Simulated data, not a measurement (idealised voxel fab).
The process module presented herein is designated voxel plated lines.
170 nm wide, 5 nm square cells: that's cross-section cut.
Think of the cross-section as a grid of square cells. We describe it in bands, top to bottom, and each band covers one or more rows of those cells. Read a band's entry like this: the first values are the height of its top and the height of its bottom in nm, and what follows is the sequence of materials from left to right, each with its width in nm. Note that "blank" is empty space, and that a single material marked "all across" reaches across the band from edge to edge. It should be noted that heights are counted from 0, beneath which the wafer as supplied is of one material throughout, and that the lowest band possesses no lower boundary but continues downward, as written in "0 -> down". Top row gets the first number, bottom row gets the second, and each row in between changes by the same step: that is how a band width like "30 to 40" works. Key: "nothing changed" - step with no changed cell in the cross-section. Each empty space that has no open way to the top and spans at least 8 cells appears under "Cavities, sealed" as width x height at distance, the distance counted from the left edge, all in nm. That trailing text on a step's line, after the settings, is the simulator's own remark on the step. overlay nm: how far to the right of its planned place the mask lay on this masked step (negative: to the left).
STEPS IN THE PROCESS PLAN
step 1: op RECEIVE | material Si
step 2: op CONFORMAL_DEP | material SiN | thk nm 5
step 3: op DIRECTIONAL_DEP | material TiN | thk nm 5
step 4: op PATTERN | tone open | mask id LINES | material resist | width nm 25 | pitch nm 40 | thk nm 25 | overlay nm 0
step 5: op EPI | material Ru | thk nm 5
step 6: op EPI | material Ru | thk nm 5
step 7: op STRIP | etch materials resist
step 8: op DIRECTIONAL_ETCH | etch materials TiN | depth nm 5
step 9: op CONFORMAL_DEP | material SiO2 | thk nm 5
RECEIVED-STATE CROSS-SECTION, REFLECTING COMPLETION OF STEP 1
> 0 -> down | Si all across
> Cavities, sealed: none
CROSS-SECTION TAKEN AT MODULE COMPLETION ON THE FIRST OF TWO WAFERS; PROCESSED PER THE PLAN
> 25 -> 20 | blank: 45  SiO2: 35  blank: 5  SiO2: 35  blank: 50
> 20 -> 10 | blank: 45  SiO2: 5  Ru: 25  SiO2: 5  blank: 5  SiO2: 5  Ru: 25  SiO2: 5  blank: 50
> 10 -> 5 | SiO2: 50  TiN: 25  SiO2: 15  TiN: 25  SiO2: 55
> 5 -> 0 | SiN all across
> 0 -> down | Si all across
> Cavities, sealed: none
WAFER TWO CROSS-SECTION, MODULE END. START AND PLAN UNCHANGED FROM WAFER ONE; ONE MISTAKE MADE DURING THE RUN
> 25 -> 20 | SiO2: 55  blank: 15  SiO2: 25  blank: 15  SiO2: 60
> 20 -> 10 | Ru: 50  SiO2: 5  blank: 15  SiO2: 5  Ru: 15  SiO2: 5  blank: 15  SiO2: 5  Ru: 55
> 10 -> 5 | TiN: 50  SiO2: 25  TiN: 15  SiO2: 25  TiN: 55
> 5 -> 0 | SiN all across
> 0 -> down | Si all across
> Cavities, sealed: none
Want to know what went wrong? step 4: run off-plan, actual operation and settings op PATTERN | tone cover | mask id LINES | material resist | width nm 25 | pitch nm 40 | thk nm 25 | overlay nm 0
Counted in cells at the end, the second wafer holds more or fewer of these materials than the first: +28 Ru; +14 TiN
